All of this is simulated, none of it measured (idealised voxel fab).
The process module presented herein is designated voxel plated lines.
Xsec cut, 230 nm wide, square cell size 5 nm.
A cross-section in this document is a grid of square cells, and it is written down as bands, the top band listed before the ones below it; a band is made up of one or more rows of cells.
This entry defines a band. It first specifies the height of the band's top and the height of its bottom in nm, and then specifies the band's materials from left to right, stating each material with its width in nm. The word "full width" identifies a single material that fills the band from edge to edge, while the word "air" identifies empty space.
Below 0: as-received wafer, all one material; heights counted from there. Lowest band: no bottom, goes on down, written "from 0 down".
A two-number width, for instance "30 to 40", indicates that the width is equal to the first number in the top row of the band and to the second number in the bottom row, and that it changes by a constant amount per row of cells.
Basically "left unchanged" means that step didn't change any cell in the cross-section.
"Closed voids list": sealed empty spaces, 8 cells or more, no open way to top, listed width x height at distance, with distance from the left edge and width, height and distance in nm.
On each step's line, the part that comes after the settings is the simulator's own comment on the step.
For masked steps, "overlay nm" on the step line gives how far right of plan the mask actually lay; a minus sign means it lay to the left.

The following list gives the planned process steps:
| 1 | RECEIVE | material Si |
| 2 | CONFORMAL_DEP | material Al2O3 | thk nm 5 |
| 3 | DIRECTIONAL_DEP | material TiN | thk nm 5 |
| 4 | PATTERN | tone open | mask id LINES | material resist | width nm 20 | pitch nm 50 | thk nm 25 | overlay nm 0 |
| 5 | EPI | material Ru | thk nm 5 |
| 6 | EPI | material Ru | thk nm 10 |
| 7 | STRIP | etch materials resist |
| 8 | DIRECTIONAL_ETCH | etch materials TiN | depth nm 5 |
| 9 | CONFORMAL_DEP | material SiN | thk nm 5 |

Shown in cross-section is the wafer as received, that is, as it stands after step 1:
  from 0 down | Si full width
  Closed voids list: none

Post-module cross-section: identical start and plan to those above, one misstep in execution:
  from 30 to 25 | SiN full width
  from 25 to 10 | Ru full width
  from 10 to 5 | TiN full width
  from 5 to 0 | Al2O3 full width
  from 0 down | Si full width
  Closed voids list: none
Finding, execution versus plan: step 4 was dropped from the plan's execution and never run
